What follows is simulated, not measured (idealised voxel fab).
Herein follows the process module entitled voxel spacer lines.
The figure presents cross-section cut, which has a width of 205 nm and is divided into square cells with an edge length of 5 nm.
How to read a cross-section here: the picture is a grid of square cells, written as bands going from the top down, and any band can span one or more rows of cells. Within each band entry, the heights of the top and of the bottom of the band appear first, in that order and in nm; the materials of the band then follow from left to right, each with its corresponding width in nm. The designation "throughout" on a single material indicates that it fills the band from edge to edge; the designation "blank" indicates empty space. Height datum 0, below which the as-received substrate wafer is one material. Lowest band open at the bottom, running downward: "0 and below". With a width like "30 to 40", each row of cells in the band differs from the next by the same amount, the top row carrying the first number and the bottom row the second. Step marked "nothing was modified"? Then no cell in the cross-section changed in it. Look at "Sealed void inventory" for the closed voids: empty spaces with no open path to the top, sized 8 cells or up. Each is width x height at distance, distance from the left edge, all nm. Where a step's line continues beyond its settings, the continuation is a remark by the simulator itself on that step. overlay nm: mask right of planned place by this much (step with mask). Neg. = left.

### The steps planned for the process are as follows
1 RECEIVE with material Si
2 CONFORMAL_DEP with material Al2O3, thk nm 5
3 DIRECTIONAL_DEP with material polySi, thk nm 20
4 DIRECTIONAL_DEP with material aC, thk nm 20
5 PATTERN with tone cover, mask id MANDREL, material resist, width nm 25, pitch nm 70, thk nm 30, overlay nm 0
6 DIRECTIONAL_ETCH with etch materials aC, depth nm 20
7 STRIP with etch materials resist
8 CONFORMAL_DEP with material SiN, thk nm 10
9 DIRECTIONAL_ETCH with etch materials SiN, depth nm 10
10 STRIP with etch materials aC
11 DIRECTIONAL_ETCH with etch materials polySi, depth nm 20
12 STRIP with etch materials SiN
13 FILL_DEP with material SiO2, thk nm 10
14 CMP with height nm 25

### Cross-sectional view of the wafer in its as-received condition, corresponding to the state after step 1
  0 and below | Si throughout
  Sealed void inventory: none

### The cross-section shown corresponds to the wafer at the conclusion of the module. The initial structure and the process plan are those presented above; however, one mistake occurred in executing the plan
  25 down to 5 | SiO2 (55) / polySi (10) / SiO2 (5) / polySi (10) / SiO2 (45) / polySi (10) / SiO2 (5) / polySi (10) / SiO2 (55)
  5 down to 0 | Al2O3 throughout
  0 and below | Si throughout
  Sealed void inventory: none
Where did the run depart from the plan? step 5 ran differently from the plan; actual operation with settings: PATTERN with tone open, mask id MANDREL, material resist, width nm 25, pitch nm 70, thk nm 30, overlay nm 0
